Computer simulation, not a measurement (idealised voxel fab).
process module | voxel transistor to metal
cross-section cut | 210 nm wide | cells 5 nm
A cross-section is a grid of square cells, given in bands from the top down. A band is one or more rows of cells.
Each band's line starts with the height of the band's top and of its bottom, in nm. Then come its materials from left to right, each with its width in nm. One material with "throughout" fills the band from edge to edge. "air" is empty space.
Height 0 is the level under which the wafer as received is all one material. The lowest band goes on downwards, as in "0 down".
A width such as "30 to 40" changes by the same amount from each row of cells to the next, from the band's top row to its bottom row.
"no change" after a step means that no cell of the cross-section changed.
closed voids: empty space of 8 cells or more with no open way to the top, each as width x height at its distance from the left edge, in nm
after a step's settings: what the simulator itself notes on the step
overlay nm, on a step with a mask: how far to the right of its planned place the mask lay; to the left if negative
plan
1 op RECEIVE | material Si
2 op CONFORMAL_DEP | material SiO2 | thk nm 5
3 op CONFORMAL_DEP | material SiN | thk nm 5
4 op MASKED_ETCH | tone cover | mask id ACTIVE | width nm 100 | etch materials SiN | depth nm 15 | overlay nm 0
5 op MASKED_ETCH | tone cover | mask id ACTIVE | width nm 100 | etch materials SiO2 | depth nm 5 | overlay nm 0
6 op MASKED_ETCH | tone cover | mask id ACTIVE | width nm 100 | etch materials Si | depth nm 25 | overlay nm 0
7 op OXIDIZE | depth nm 5
8 op FILL_DEP | material SiO2 | thk nm 10
9 op CMP | height nm 20
10 op SELECTIVE_ETCH | etch materials SiO2 | depth nm 15
11 op STRIP | etch materials SiN
12 op SELECTIVE_ETCH | etch materials SiO2 | depth nm 5
13 op OXIDIZE | depth nm 5
14 op DIRECTIONAL_DEP | material polySi | thk nm 30
15 op DIRECTIONAL_DEP | material SiCN | thk nm 10
16 op MASKED_ETCH | tone cover | mask id GATE | width nm 20 | etch materials SiCN | depth nm 20 | overlay nm 0
17 op MASKED_ETCH | tone cover | mask id GATE | width nm 20 | etch materials polySi | depth nm 40 | overlay nm 0
18 op CONFORMAL_DEP | material SiO2 | thk nm 5
19 op DIRECTIONAL_ETCH | etch materials SiO2 | depth nm 5
20 op CONFORMAL_DEP | material SiN | thk nm 5
21 op DIRECTIONAL_ETCH | etch materials SiN | depth nm 5
22 op DIRECTIONAL_ETCH | etch materials SiO2 | depth nm 5
23 op DIRECTIONAL_ETCH | etch materials Si | depth nm 15
24 op EPI | material nSi | thk nm 20
25 op FILL_DEP | material SiO2 | thk nm 5
26 op CMP | height nm 40
27 op DIRECTIONAL_DEP | material SiO2 | thk nm 10
28 op DIRECTIONAL_DEP | material aC | thk nm 10
29 op PATTERN | tone open | mask id CONTACT | material resist | width nm 15 | pitch nm 75 | thk nm 25 | overlay nm 0
30 op DIRECTIONAL_ETCH | etch materials aC | depth nm 10
31 op STRIP | etch materials resist
32 op DIRECTIONAL_ETCH | etch materials SiO2 | depth nm 50
33 op STRIP | etch materials aC
34 op CONFORMAL_DEP | material TiN | thk nm 5
35 op FILL_DEP | material Ru | thk nm 5
36 op CMP | height nm 50
37 op CONFORMAL_DEP | material SiCN | thk nm 5
38 op DIRECTIONAL_DEP | material lowk | thk nm 20
39 op MASKED_ETCH | tone open | mask id METAL_1 | width nm 15 | pitch nm 75 | etch materials lowk | depth nm 20 | overlay nm 0
40 op MASKED_ETCH | tone open | mask id METAL_1 | width nm 15 | pitch nm 75 | etch materials SiCN | depth nm 5 | overlay nm 0
41 op CONFORMAL_DEP | material TiN | thk nm 5
42 op FILL_DEP | material Cu | thk nm 5
43 op CMP | height nm 75
44 op CONFORMAL_DEP | material SiCN | thk nm 5
varied across the wafers: thk nm of step 3. The plan shows the first wafer's value. All wafers start alike
first wafer as received, after step 1
  0 down: Si throughout
  closed voids: none
first wafer at the end, after step 44
  80 to 75: SiCN throughout
  75 to 55: lowk 60 | TiN 5 | Cu 5 | TiN 5 | lowk 60 | TiN 5 | Cu 5 | TiN 5 | lowk 60
  55 to 50: SiCN 60 | TiN 15 | SiCN 60 | TiN 15 | SiCN 60
  50 to 40: SiO2 60 | TiN 5 | Ru 5 | TiN 5 | SiO2 60 | TiN 5 | Ru 5 | TiN 5 | SiO2 60
  40 to 30: SiO2 60 | TiN 5 | Ru 5 | TiN 5 | SiO2 10 | SiN 5 | SiO2 5 | SiCN 20 | SiO2 5 | SiN 5 | SiO2 10 | TiN 5 | Ru 5 | TiN 5 | SiO2 60
  30 to 20: SiO2 60 | TiN 5 | Ru 5 | TiN 5 | SiO2 10 | SiN 5 | SiO2 5 | polySi 20 | SiO2 5 | SiN 5 | SiO2 10 | TiN 5 | Ru 5 | TiN 5 | SiO2 60
  20 to 15: SiO2 60 | TiN 15 | SiO2 10 | SiN 5 | SiO2 5 | polySi 20 | SiO2 5 | SiN 5 | SiO2 10 | TiN 15 | SiO2 60
  15 to 0: SiO2 60 | TiN 5 | nSi 20 | SiN 5 | SiO2 5 | polySi 20 | SiO2 5 | SiN 5 | nSi 20 | TiN 5 | SiO2 60
  0 to -5: SiO2 55 | nSi 30 | SiO2 40 | nSi 30 | SiO2 55
  -5 to -20: SiO2 60 | nSi 25 | Si 40 | nSi 25 | SiO2 60
  -20 to -30: SiO2 60 | Si 90 | SiO2 60
  -30 down: Si throughout
  closed voids: none
last wafer at the end
  80 to 75: SiCN throughout
  75 to 55: lowk 60 | TiN 5 | Cu 5 | TiN 5 | lowk 60 | TiN 5 | Cu 5 | TiN 5 | lowk 60
  55 to 50: SiCN 60 | TiN 15 | SiCN 60 | TiN 15 | SiCN 60
  50 to 40: SiO2 60 | TiN 5 | Ru 5 | TiN 5 | SiO2 60 | TiN 5 | Ru 5 | TiN 5 | SiO2 60
  40 to 30: SiO2 60 | TiN 5 | Ru 5 | TiN 5 | SiO2 10 | SiN 5 | SiO2 5 | SiCN 20 | SiO2 5 | SiN 5 | SiO2 10 | TiN 5 | Ru 5 | TiN 5 | SiO2 60
  30 to 20: SiO2 60 | TiN 5 | Ru 5 | TiN 5 | SiO2 10 | SiN 5 | SiO2 5 | polySi 20 | SiO2 5 | SiN 5 | SiO2 10 | TiN 5 | Ru 5 | TiN 5 | SiO2 60
  20 to 15: SiO2 60 | TiN 15 | SiO2 10 | SiN 5 | SiO2 5 | polySi 20 | SiO2 5 | SiN 5 | SiO2 10 | TiN 15 | SiO2 60
  15 to 0: SiO2 60 | TiN 5 | nSi 20 | SiN 5 | SiO2 5 | polySi 20 | SiO2 5 | SiN 5 | nSi 20 | TiN 5 | SiO2 60
  0 to -5: nSi 85 | SiO2 40 | nSi 85
  -5 to -20: nSi 85 | Si 40 | nSi 85
  -20 down: Si throughout
  closed voids: none
each wafer at the end: cells of each material gained (+) or lost (-) since it was received, then its closed voids
thk nm 5 | +8 Cu | +12 Ru | -192 Si | +86 SiCN | +16 SiN | +450 SiO2 | +58 TiN | +144 lowk | +66 nSi | +24 polySi | closed voids: none
thk nm 10 | +8 Cu | +12 Ru | -192 Si | +86 SiCN | +16 SiN | +450 SiO2 | +58 TiN | +144 lowk | +66 nSi | +24 polySi | closed voids: none
thk nm 15 | +8 Cu | +12 Ru | -192 Si | +86 SiCN | +16 SiN | +450 SiO2 | +58 TiN | +144 lowk | +66 nSi | +24 polySi | closed voids: none
thk nm 20 | +8 Cu | +12 Ru | -144 Si | +86 SiCN | +16 SiN | +308 SiO2 | +58 TiN | +144 lowk | +160 nSi | +24 polySi | closed voids: none
thk nm 25 | +8 Cu | +12 Ru | -144 Si | +86 SiCN | +16 SiN | +308 SiO2 | +58 TiN | +144 lowk | +160 nSi | +24 polySi | closed voids: none
thk nm 30 | +8 Cu | +12 Ru | -144 Si | +86 SiCN | +16 SiN | +308 SiO2 | +58 TiN | +144 lowk | +160 nSi | +24 polySi | closed voids: none
